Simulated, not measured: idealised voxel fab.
Documented hereafter: the process module known as voxel fin reveal.
FYI the section here is cut, 250 nm wide, cells are 5 nm squares.
Reading order for cross-sections: top band down to bottom band. Underlying form: a grid of square cells. Band size: one or more rows of cells. Basically the band line says how high the top is and how high the bottom is, in nm, and then what's in it from left to right, every material with its width in nm. Empty space shows up as "empty", and if a single material carries "all across" it runs the full band edge to edge. Basically, 0 is our baseline, since under it the wafer straight out of the box is all one material. The bottom band has no lower end and keeps on going down, so it looks like "top 0, no bottom". The two numbers in a width such as "30->40" mark its ends across the band: the first belongs to the top row of cells, the second to the bottom row, and from each row to the next the width moves by the same amount. Any step labelled "stayed the same" changed none of the cells in the cross-section. Reported under the label "Enclosed void listing" are the empty spaces having no open way to the top and comprising 8 cells or more; the notation for each is width x height at distance, in which the distance is measured from the left edge and all three values are in nm. That trailing text on a step's line, after the settings, is the simulator's own remark on the step. "overlay nm" answers the question of how far to the right of plan the mask lay on a step that has a mask, and when it is negative the answer is to the left.
Plan
1 RECEIVE,material Si
2 CONFORMAL_DEP,material SiN,thk nm 5
3 DIRECTIONAL_DEP,material aC,thk nm 15
4 PATTERN,tone cover,mask id FINS,material resist,width nm 15,pitch nm 35,thk nm 35,overlay nm 0
5 DIRECTIONAL_ETCH,etch materials aC,depth nm 15
6 STRIP,etch materials resist
7 DIRECTIONAL_ETCH,etch materials SiN,depth nm 5
8 DIRECTIONAL_ETCH,etch materials Si,depth nm 30
9 STRIP,etch materials aC
10 OXIDIZE,depth nm 5
11 FILL_DEP,material SiO2,thk nm 15
12 CMP,height nm 5
13 SELECTIVE_ETCH,etch materials SiO2,depth nm 15
14 STRIP,etch materials SiN
Wafer at receipt (post step 1), cross-section
> top 0, no bottom: Si all across
> Enclosed void listing: none
The first of the two wafers as seen in cross-section once the module was finished; processing followed the plan
> top 0, bottom -10: empty=70; Si=5; empty=30; Si=5; empty=30; Si=5; empty=30; Si=5; empty=70
> top -10, bottom -35: SiO2=70; Si=5; SiO2=30; Si=5; SiO2=30; Si=5; SiO2=30; Si=5; SiO2=70
> top -35, no bottom: Si all across
> Enclosed void listing: none
Here's the second of our two wafers sectioned at module end. Same start as the first, same plan, but one mistake got made running it
> top 0, bottom -10: empty=70; Si=5; empty=30; Si=5; empty=30; Si=5; empty=30; Si=5; empty=70
> top -10, bottom -15: SiO2=50; empty=20; Si=5; empty=30; Si=5; empty=30; Si=5; empty=30; Si=5; empty=20; SiO2=50
> top -15, bottom -35: SiO2=70; Si=5; SiO2=30; Si=5; SiO2=30; Si=5; SiO2=30; Si=5; SiO2=70
> top -35, no bottom: Si all across
> Enclosed void listing: none
The plan and the run diverged here: the processing plan was not followed for steps 13 and 14, which were run with their positions exchanged
Per the end-of-run cell counts, the second wafer holds more or fewer of some materials than the first: -26 SiO2
